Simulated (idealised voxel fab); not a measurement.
Process module, titled voxel ribs on slabs
FYI the section here is cut, 205 nm wide, cells are 5 nm squares.
Format of a cross-section: grid, square cells. Given as bands. Order: top down. Band: one or more rows of cells.
Per band: top height and bottom height in nm, followed by the left-to-right materials and their widths in nm; "throughout" marks a single material spanning edge to edge, "air" marks empty space.
Height reference: 0 = level under which incoming wafer is all one material. Lowest band: no bottom, runs on downward, e.g. "0 and below".
Think of "30..40" as a width that walks from the first number to the second as you go down the band, top row to bottom row, taking equal-sized steps from row to row.
Reading "no modification" for a step: not a cell of the cross-section changed in it.
Closed internal cavities: empty space of 8 cells or more with no open way to the top, each as width x height at its distance from the left edge, in nm
Post-settings text on a step line: simulator's own remark regarding the step.
Regarding "overlay nm": on a step with a mask, it is the distance the mask lay to the right of its planned place; a negative value places it to the left.
-- Process steps - plan
1: RECEIVE | material Si
2: DIRECTIONAL_DEP | material SiO2 | thk nm 20
3: DIRECTIONAL_DEP | material SiN | thk nm 25
4: DIRECTIONAL_DEP | material aC | thk nm 10
5: PATTERN | tone cover | mask id RIB | material resist | width nm 20 | thk nm 25 | overlay nm 0
6: DIRECTIONAL_ETCH | etch materials aC | depth nm 10
7: STRIP | etch materials resist
8: DIRECTIONAL_ETCH | etch materials SiN | depth nm 15
9: STRIP | etch materials aC
10: MASKED_ETCH | tone cover | mask id SLAB | width nm 70 | etch materials SiN | depth nm 10 | overlay nm 0
11: FILL_DEP | material SiO2 | thk nm 20
12: CMP | height nm 55
13: DIRECTIONAL_DEP | material TiN | thk nm 5
14: PATTERN | tone cover | mask id HEATER | material resist | width nm 30 | thk nm 15 | overlay nm 0
15: DIRECTIONAL_ETCH | etch materials TiN | depth nm 5
16: STRIP | etch materials resist
17: CONFORMAL_DEP | material SiN | thk nm 10
-- Cross-sectional view of the wafer in its as-received condition, corresponding to the state after step 1
    0 and below  Si throughout
    Closed internal cavities: none
-- Here's the cross-section of the first of our two wafers at the end of the module - it ran as planned
    70 down to 65  air=75, then SiN=50, then air=80
    65 down to 60  SiN throughout
    60 down to 55  SiN=85, then TiN=30, then SiN=90
    55 down to 45  SiO2 throughout
    45 down to 30  SiO2=90, then SiN=20, then SiO2=95
    30 down to 20  SiO2=65, then SiN=70, then SiO2=70
    20 down to 0  SiO2 throughout
    0 and below  Si throughout
    Closed internal cavities: none
-- Module end: cross-section of wafer two of two. Same start and process plan as the first wafer. One mistake during execution
    70 down to 65  air=75, then SiN=50, then air=80
    65 down to 60  SiN throughout
    60 down to 55  SiN=85, then TiN=30, then SiN=90
    55 down to 45  SiO2 throughout
    45 down to 30  SiO2=90, then SiN=20, then SiO2=95
    30 down to 20  SiO2=60, then SiN=70, then SiO2=75
    20 down to 0  SiO2 throughout
    0 and below  Si throughout
    Closed internal cavities: none
Diagnosis: not per plan at step 10, really ran MASKED_ETCH | tone cover | mask id SLAB | width nm 70 | etch materials SiN | depth nm 10 | overlay nm -5
The concluding comparison shows that, measured in cells, each material is equally abundant on both wafers, albeit at different positions.
